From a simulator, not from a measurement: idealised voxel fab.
You're looking at the process module voxel ribs on slabs.
Square cell edge 5 nm, section width 270 nm, ID cut.
Cross-section = grid of square cells, listed top down in bands; band = one or more rows. Band: top height; bottom height; in nm. Then, left to right: material with width in nm, for each material. "full width": a single material spanning edge to edge. "air": empty space. Heights are measured from 0, the level below which the as-received wafer is all one material; the lowest band has no bottom and continues downward, written as in "top 0, no bottom". The expression "30 to 40" gives the width at the extremes of the band, the first number at its top row of cells and the second at its bottom row, with the width changing by equal amounts from each row to the next in between. The cross-section has no changed cell in any step marked "no alterations made". Enclosed voids (no open way to top), threshold 8 cells or more, entry "Enclosed voids", notation width x height at distance, distance from left edge, nm. What comes after the settings on a step's line is commentary from the simulator itself on that step. On any step carrying a mask, the "overlay nm" setting, if present on the step's line, tells how far right of its planned place the mask lay; negative values point to the left.
**Set out below are the planned steps of the process**
1,op RECEIVE | material Si
2,op DIRECTIONAL_DEP | material SiO2 | thk nm 20
3,op DIRECTIONAL_DEP | material polySi | thk nm 15
4,op MASKED_ETCH | tone cover | mask id RIB | width nm 30 | etch materials polySi | depth nm 5 | overlay nm 0
5,op PATTERN | tone cover | mask id SLAB | material resist | width nm 60 | thk nm 15 | overlay nm 0
6,op DIRECTIONAL_ETCH | etch materials polySi | depth nm 10
7,op STRIP | etch materials resist
8,op FILL_DEP | material SiO2 | thk nm 20
9,op CMP | height nm 50
10,op DIRECTIONAL_DEP | material W | thk nm 5
11,op DIRECTIONAL_DEP | material aC | thk nm 10
12,op PATTERN | tone cover | mask id HEATER | material resist | width nm 40 | thk nm 25 | overlay nm 0
13,op DIRECTIONAL_ETCH | etch materials aC | depth nm 10
14,op STRIP | etch materials resist
15,op DIRECTIONAL_ETCH | etch materials W | depth nm 5
16,op STRIP | etch materials aC
17,op CONFORMAL_DEP | material SiO2 | thk nm 5
**Cross-section of the wafer as it came to us, i.e., already through step 1**
> top 0, no bottom | Si full width
> Enclosed voids: none
**Final wafer profile in cross-section after the module, from the same start and plan as above, with one mistake made during processing**
> top 60, bottom 55 | air 110  SiO2 50  air 110
> top 55, bottom 50 | SiO2 115  W 40  SiO2 115
> top 50, bottom 40 | SiO2 105  polySi 60  SiO2 105
> top 40, bottom 0 | SiO2 full width
> top 0, no bottom | Si full width
> Enclosed voids: none
Deviation from plan: regarding the plan, step 2 was run twice
